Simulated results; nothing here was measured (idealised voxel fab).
process module | voxel self aligned contacts
cross-section cut | 200 nm wide | cells 5 nm
A cross-section is a grid of square cells, given in bands from the top down. A band is one or more rows of cells.
Each band's line starts with the height of the band's top and of its bottom, in nm. Then come its materials from left to right, each with its width in nm. One material with "throughout" fills the band from edge to edge. "air" is empty space.
Height 0 is the level under which the wafer as received is all one material. The lowest band goes on downwards, as in "0 down".
A width such as "30 to 40" changes by the same amount from each row of cells to the next, from the band's top row to its bottom row.
"no change" after a step means that no cell of the cross-section changed.
closed voids: empty space of 8 cells or more with no open way to the top, each as width x height at its distance from the left edge, in nm
after a step's settings: what the simulator itself notes on the step
overlay nm, on a step with a mask: how far to the right of its planned place the mask lay; to the left if negative
plan
1 op RECEIVE | material Si
2 op OXIDIZE | depth nm 5
3 op DIRECTIONAL_DEP | material polySi | thk nm 30
4 op DIRECTIONAL_DEP | material SiN | thk nm 15
5 op MASKED_ETCH | tone cover | mask id GATE | width nm 35 | pitch nm 60 | etch materials SiN | depth nm 15 | overlay nm 0
6 op MASKED_ETCH | tone cover | mask id GATE | width nm 35 | pitch nm 60 | etch materials polySi | depth nm 30 | overlay nm 0
7 op CONFORMAL_DEP | material SiN | thk nm 5
8 op DIRECTIONAL_ETCH | etch materials SiN | depth nm 5
9 op FILL_DEP | material SiO2 | thk nm 20
10 op CMP | height nm 55
11 op MASKED_ETCH | tone open | mask id CONTACT | width nm 35 | pitch nm 60 | etch materials SiO2 | depth nm 60 | overlay nm 0
12 op CONFORMAL_DEP | material TiN | thk nm 5
13 op FILL_DEP | material W | thk nm 10
14 op CMP | height nm 55
15 op CONFORMAL_DEP | material SiN | thk nm 5
first wafer, as planned
as received, after step 1
  0 down: Si throughout
  closed voids: none
after step 2
  0 to -5: SiO2 throughout
  below -5: unchanged
after step 3
  30 to 0: polySi throughout
  below 0: unchanged
after step 4
  45 to 30: SiN throughout
  below 30: unchanged
after step 5
  45 to 30: air 20 | SiN 35 | air 25 | SiN 35 | air 25 | SiN 35 | air 25
  below 30: unchanged
after step 6
  45 to 30: air 20 | SiN 35 | air 25 | SiN 35 | air 25 | SiN 35 | air 25
  30 to 0: air 20 | polySi 35 | air 25 | polySi 35 | air 25 | polySi 35 | air 25
  below 0: unchanged
after step 7
  50 to 30: air 15 | SiN 45 | air 15 | SiN 45 | air 15 | SiN 45 | air 20
  30 to 5: air 15 | SiN 5 | polySi 35 | SiN 5 | air 15 | SiN 5 | polySi 35 | SiN 5 | air 15 | SiN 5 | polySi 35 | SiN 5 | air 20
  5 to 0: SiN 20 | polySi 35 | SiN 25 | polySi 35 | SiN 25 | polySi 35 | SiN 25
  below 0: unchanged
after step 8
  45 to 30: air 15 | SiN 45 | air 15 | SiN 45 | air 15 | SiN 45 | air 20
  30 to 0: air 15 | SiN 5 | polySi 35 | SiN 5 | air 15 | SiN 5 | polySi 35 | SiN 5 | air 15 | SiN 5 | polySi 35 | SiN 5 | air 20
  below 0: unchanged
after step 9
  65 to 45: SiO2 throughout
  45 to 30: SiO2 15 | SiN 45 | SiO2 15 | SiN 45 | SiO2 15 | SiN 45 | SiO2 20
  30 to 0: SiO2 15 | SiN 5 | polySi 35 | SiN 5 | SiO2 15 | SiN 5 | polySi 35 | SiN 5 | SiO2 15 | SiN 5 | polySi 35 | SiN 5 | SiO2 20
  below 0: unchanged
after step 10
  55 to 45: SiO2 throughout
  below 45: unchanged
after step 11
  55 to 45: SiO2 50 | air 35 | SiO2 25 | air 35 | SiO2 55
  45 to 30: SiO2 15 | SiN 45 | air 15 | SiN 45 | air 15 | SiN 45 | SiO2 20
  30 to 0: SiO2 15 | SiN 5 | polySi 35 | SiN 5 | air 15 | SiN 5 | polySi 35 | SiN 5 | air 15 | SiN 5 | polySi 35 | SiN 5 | SiO2 20
  0 to -5: SiO2 60 | air 15 | SiO2 45 | air 15 | SiO2 65
  below -5: unchanged
after step 12
  60 to 55: TiN 55 | air 25 | TiN 35 | air 25 | TiN 60
  55 to 45: SiO2 50 | TiN 5 to 15 | air 25 to 5 | TiN 5 to 15 | SiO2 25 | TiN 5 to 15 | air 25 to 5 | TiN 5 to 15 | SiO2 55
  45 to 30: SiO2 15 | SiN 45 | TiN 5 | air 5 | TiN 5 | SiN 45 | TiN 5 | air 5 | TiN 5 | SiN 45 | SiO2 20
  30 to 0: SiO2 15 | SiN 5 | polySi 35 | SiN 5 | TiN 5 | air 5 | TiN 5 | SiN 5 | polySi 35 | SiN 5 | TiN 5 | air 5 | TiN 5 | SiN 5 | polySi 35 | SiN 5 | SiO2 20
  0 to -5: SiO2 60 | TiN 15 | SiO2 45 | TiN 15 | SiO2 65
  below -5: unchanged
after step 13
  70 to 60: W throughout
  60 to 55: TiN 55 | W 25 | TiN 35 | W 25 | TiN 60
  55 to 45: SiO2 50 | TiN 5 to 15 | W 25 to 5 | TiN 5 to 15 | SiO2 25 | TiN 5 to 15 | W 25 to 5 | TiN 5 to 15 | SiO2 55
  45 to 30: SiO2 15 | SiN 45 | TiN 5 | W 5 | TiN 5 | SiN 45 | TiN 5 | W 5 | TiN 5 | SiN 45 | SiO2 20
  30 to 0: SiO2 15 | SiN 5 | polySi 35 | SiN 5 | TiN 5 | W 5 | TiN 5 | SiN 5 | polySi 35 | SiN 5 | TiN 5 | W 5 | TiN 5 | SiN 5 | polySi 35 | SiN 5 | SiO2 20
  below 0: unchanged
after step 14
  55 to 45: SiO2 50 | TiN 5 to 15 | W 25 to 5 | TiN 5 to 15 | SiO2 25 | TiN 5 to 15 | W 25 to 5 | TiN 5 to 15 | SiO2 55
  below 45: unchanged
after step 15
  60 to 55: SiN throughout
  below 55: unchanged
second wafer: like start, like plan, one mistake. Through step 1 it matches the first wafer
when step 2 should have ended: no change
when step 3 should have ended
  30 to 0: polySi throughout
  below 0: unchanged
when step 4 should have ended
  45 to 30: SiN throughout
  below 30: unchanged
when step 5 should have ended
  45 to 30: air 20 | SiN 35 | air 25 | SiN 35 | air 25 | SiN 35 | air 25
  below 30: unchanged
when step 6 should have ended
  45 to 30: air 20 | SiN 35 | air 25 | SiN 35 | air 25 | SiN 35 | air 25
  30 to 0: air 20 | polySi 35 | air 25 | polySi 35 | air 25 | polySi 35 | air 25
  below 0: unchanged
when step 7 should have ended
  50 to 30: air 15 | SiN 45 | air 15 | SiN 45 | air 15 | SiN 45 | air 20
  30 to 5: air 15 | SiN 5 | polySi 35 | SiN 5 | air 15 | SiN 5 | polySi 35 | SiN 5 | air 15 | SiN 5 | polySi 35 | SiN 5 | air 20
  5 to 0: SiN 20 | polySi 35 | SiN 25 | polySi 35 | SiN 25 | polySi 35 | SiN 25
  below 0: unchanged
when step 8 should have ended
  45 to 30: air 15 | SiN 45 | air 15 | SiN 45 | air 15 | SiN 45 | air 20
  30 to 0: air 15 | SiN 5 | polySi 35 | SiN 5 | air 15 | SiN 5 | polySi 35 | SiN 5 | air 15 | SiN 5 | polySi 35 | SiN 5 | air 20
  below 0: unchanged
when step 9 should have ended
  65 to 45: SiO2 throughout
  45 to 30: SiO2 15 | SiN 45 | SiO2 15 | SiN 45 | SiO2 15 | SiN 45 | SiO2 20
  30 to 0: SiO2 15 | SiN 5 | polySi 35 | SiN 5 | SiO2 15 | SiN 5 | polySi 35 | SiN 5 | SiO2 15 | SiN 5 | polySi 35 | SiN 5 | SiO2 20
  below 0: unchanged
when step 10 should have ended
  55 to 45: SiO2 throughout
  below 45: unchanged
when step 11 should have ended
  55 to 45: SiO2 50 | air 35 | SiO2 25 | air 35 | SiO2 55
  45 to 30: SiO2 15 | SiN 45 | air 15 | SiN 45 | air 15 | SiN 45 | SiO2 20
  30 to 0: SiO2 15 | SiN 5 | polySi 35 | SiN 5 | air 15 | SiN 5 | polySi 35 | SiN 5 | air 15 | SiN 5 | polySi 35 | SiN 5 | SiO2 20
  below 0: unchanged
when step 12 should have ended
  60 to 55: TiN 55 | air 25 | TiN 35 | air 25 | TiN 60
  55 to 45: SiO2 50 | TiN 5 to 15 | air 25 to 5 | TiN 5 to 15 | SiO2 25 | TiN 5 to 15 | air 25 to 5 | TiN 5 to 15 | SiO2 55
  45 to 30: SiO2 15 | SiN 45 | TiN 5 | air 5 | TiN 5 | SiN 45 | TiN 5 | air 5 | TiN 5 | SiN 45 | SiO2 20
  30 to 5: SiO2 15 | SiN 5 | polySi 35 | SiN 5 | TiN 5 | air 5 | TiN 5 | SiN 5 | polySi 35 | SiN 5 | TiN 5 | air 5 | TiN 5 | SiN 5 | polySi 35 | SiN 5 | SiO2 20
  5 to 0: SiO2 15 | SiN 5 | polySi 35 | SiN 5 | TiN 15 | SiN 5 | polySi 35 | SiN 5 | TiN 15 | SiN 5 | polySi 35 | SiN 5 | SiO2 20
  below 0: unchanged
when step 13 should have ended
  70 to 60: W throughout
  60 to 55: TiN 55 | W 25 | TiN 35 | W 25 | TiN 60
  55 to 45: SiO2 50 | TiN 5 to 15 | W 25 to 5 | TiN 5 to 15 | SiO2 25 | TiN 5 to 15 | W 25 to 5 | TiN 5 to 15 | SiO2 55
  45 to 30: SiO2 15 | SiN 45 | TiN 5 | W 5 | TiN 5 | SiN 45 | TiN 5 | W 5 | TiN 5 | SiN 45 | SiO2 20
  30 to 5: SiO2 15 | SiN 5 | polySi 35 | SiN 5 | TiN 5 | W 5 | TiN 5 | SiN 5 | polySi 35 | SiN 5 | TiN 5 | W 5 | TiN 5 | SiN 5 | polySi 35 | SiN 5 | SiO2 20
  below 5: unchanged
when step 14 should have ended
  55 to 45: SiO2 50 | TiN 5 to 15 | W 25 to 5 | TiN 5 to 15 | SiO2 25 | TiN 5 to 15 | W 25 to 5 | TiN 5 to 15 | SiO2 55
  below 45: unchanged
when step 15 should have ended
  60 to 55: SiN throughout
  below 55: unchanged
what went wrong: step 2 was left out
at the end the second wafer has, in cells: 40 more of Si | 34 fewer of SiO2 | 4 fewer of TiN | 2 fewer of W
